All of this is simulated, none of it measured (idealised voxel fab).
You're looking at the process module voxel lift off.
We display cut, a cross-section 185 nm in width whose square cells are each 5 nm.
In what follows, cross-sections appear as grids of square cells, described through bands that run from the top down, where every band is one or more rows of cells.
The band entry comprises the height of the band's top followed by the height of its bottom, expressed in nm, and subsequently the band's materials from left to right, each stated together with its width in nm. Where a single material is marked with the word "throughout", that material fills the band from edge to edge. The word "air" represents empty space.
Heights are expressed relative to 0, this being the level below which the as-received wafer comprises one material exclusively. The lowest band is unbounded in the downward direction and is denoted as in "top 0, no bottom".
Think of "30->40" as a width that walks from the first number to the second as you go down the band, top row to bottom row, taking equal-sized steps from row to row.
When a step is marked "nothing was modified", none of the cells in the cross-section changed during that step.
"Enclosed void list" means: voids of 8 cells or more that are shut off from the top with no open way through. Written width x height at distance, distance from the left edge, in nm.
On a step's line, text after the settings is the simulator commenting on that step.
Among the settings permitted on a step's line is "overlay nm"; applied to a step with a mask, it specifies the extent to which the mask lay to the right of its planned position, whereas a negative figure signifies a position to the left.

-- plan
1: RECEIVE [material Si]
2: CONFORMAL_DEP [material SiO2] [thk nm 15]
3: PATTERN [tone open] [mask id LINES] [material resist] [width nm 25] [pitch nm 55] [thk nm 25] [overlay nm 0]
4: DIRECTIONAL_DEP [material Ru] [thk nm 10]
5: STRIP [etch materials resist]
6: CONFORMAL_DEP [material SiO2] [thk nm 10]

-- Run as planned: first of two wafers

-- Step 1 complete: cross-section of the wafer as received
  top 0, no bottom = Si throughout
  Enclosed void list: none

-- Cross-sectional representation of the wafer at the conclusion of step 2
  top 15, bottom 0 = SiO2 throughout
  Lower than 0, everything is as it was.

-- Cross-sectional representation of the wafer at the conclusion of step 3
  top 40, bottom 15 = 50 resist | 25 air | 30 resist | 25 air | 55 resist
  Lower than 15, everything is as it was.

-- Cross-sectional representation of the wafer at the conclusion of step 4
  top 50, bottom 40 = 50 Ru | 25 air | 30 Ru | 25 air | 55 Ru
  top 40, bottom 25 = 50 resist | 25 air | 30 resist | 25 air | 55 resist
  top 25, bottom 15 = 50 resist | 25 Ru | 30 resist | 25 Ru | 55 resist
  Lower than 15, everything is as it was.

-- Cross-sectional representation of the wafer at the conclusion of step 5
  top 25, bottom 15 = 50 air | 25 Ru | 30 air | 25 Ru | 55 air
  Lower than 15, everything is as it was.

-- Cross-sectional representation of the wafer at the conclusion of step 6
  top 35, bottom 25 = 40 air | 45 SiO2 | 10 air | 45 SiO2 | 45 air
  top 25, bottom 15 = 50 SiO2 | 25 Ru | 30 SiO2 | 25 Ru | 55 SiO2
  Lower than 15, everything is as it was.

-- The Second Wafer: Common Origin and Plan, One Mistake in Execution, Identical to the First Through Step 5

-- At the planned end of step 6, the second wafer in cross-section
  top 35, bottom 25 = 40 air | 45 Ru | 10 air | 45 Ru | 45 air
  top 25, bottom 15 = Ru throughout
  Lower than 15, everything is as it was.
Against the plan, the run slipped here: step 6 did not happen as planned, as run it was CONFORMAL_DEP [material Ru] [thk nm 10]
FYI, end of process, the second wafer has more or fewer cells of some materials than the first: 90 more of Ru; 90 fewer of SiO2
